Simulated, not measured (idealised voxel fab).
Name of the process module below: voxel ribs on slabs
Shown is cross-section cut, with a width of 270 nm and square cells of size 5 nm.
Reading order for cross-sections: top band down to bottom band. Underlying form: a grid of square cells. Band size: one or more rows of cells. Per band: top height and bottom height in nm, followed by the left-to-right materials and their widths in nm; "everywhere" marks a single material spanning edge to edge, "air" marks empty space. Height datum 0, below which the as-received substrate wafer is one material. Lowest band open at the bottom, running downward: "0 and below". Quick explanation for "30..40": the width changes in equal steps down the rows of cells, from the first number in the band's top row to the second number in its bottom row. "no modifications" (step): cross-section cells unchanged, all of them. Basically, "Completely enclosed voids" tells you about the enclosed voids: empty spaces with no open way to the top, 8 cells or bigger, each written width x height at distance, where distance is from the left edge, all in nm. Note: text after step settings on the step line = simulator remark on that step. "overlay nm" denotes, for a step that has a mask, the displacement of the mask to the right of its planned place, with negative values corresponding to the left.

**So here's the lineup of process steps we planned**
1: RECEIVE [material Si]
2: DIRECTIONAL_DEP [material SiO2] [thk nm 25]
3: DIRECTIONAL_DEP [material polySi] [thk nm 25]
4: DIRECTIONAL_DEP [material aC] [thk nm 15]
5: PATTERN [tone cover] [mask id RIB] [material resist] [width nm 15] [thk nm 35] [overlay nm 0]
6: DIRECTIONAL_ETCH [etch materials aC] [depth nm 15]
7: STRIP [etch materials resist]
8: DIRECTIONAL_ETCH [etch materials polySi] [depth nm 15]
9: STRIP [etch materials aC]
10: PATTERN [tone cover] [mask id SLAB] [material resist] [width nm 65] [thk nm 20] [overlay nm 0]
11: DIRECTIONAL_ETCH [etch materials polySi] [depth nm 10]
12: STRIP [etch materials resist]
13: FILL_DEP [material SiO2] [thk nm 20]
14: CMP [height nm 60]
15: DIRECTIONAL_DEP [material W] [thk nm 5]
16: DIRECTIONAL_DEP [material aC] [thk nm 10]
17: PATTERN [tone cover] [mask id HEATER] [material resist] [width nm 25] [thk nm 30] [overlay nm 0]
18: DIRECTIONAL_ETCH [etch materials aC] [depth nm 10]
19: STRIP [etch materials resist]
20: DIRECTIONAL_ETCH [etch materials W] [depth nm 5]
21: STRIP [etch materials aC]
22: CONFORMAL_DEP [material SiO2] [thk nm 5]
Among the wafers covered here, the point of difference is the width nm at step 10; their starting state is shared, and the plan presents the value of the first wafer.

**So this is the first of several wafers, cross-sectioned as it came to us, meaning it's at the end of step 1**
> 0 and below  Si everywhere
> Completely enclosed voids: none

**Module end state after final step 22: cross-section of the first of several wafers**
> 70 down to 65  115 nm air  35 nm SiO2  120 nm air
> 65 down to 60  120 nm SiO2  25 nm W  125 nm SiO2
> 60 down to 50  SiO2 everywhere
> 50 down to 35  125 nm SiO2  15 nm polySi  130 nm SiO2
> 35 down to 25  100 nm SiO2  65 nm polySi  105 nm SiO2
> 25 down to 0  SiO2 everywhere
> 0 and below  Si everywhere
> Completely enclosed voids: none

**End of module, last wafer sectioned**
> 70 down to 65  115 nm air  35 nm SiO2  120 nm air
> 65 down to 60  120 nm SiO2  25 nm W  125 nm SiO2
> 60 down to 50  SiO2 everywhere
> 50 down to 35  125 nm SiO2  15 nm polySi  130 nm SiO2
> 35 down to 25  90 nm SiO2  90 nm polySi  90 nm SiO2
> 25 down to 0  SiO2 everywhere
> 0 and below  Si everywhere
> Completely enclosed voids: none

**Per wafer, end of module: cells gained (+) or lost (-) per material since receipt, then closed voids**
width nm 65, +669 SiO2, +5 W, +35 polySi, Completely enclosed voids: none
width nm 70, +667 SiO2, +5 W, +37 polySi, Completely enclosed voids: none
width nm 75, +665 SiO2, +5 W, +39 polySi, Completely enclosed voids: none
width nm 80, +663 SiO2, +5 W, +41 polySi, Completely enclosed voids: none
width nm 85, +661 SiO2, +5 W, +43 polySi, Completely enclosed voids: none
width nm 90, +659 SiO2, +5 W, +45 polySi, Completely enclosed voids: none
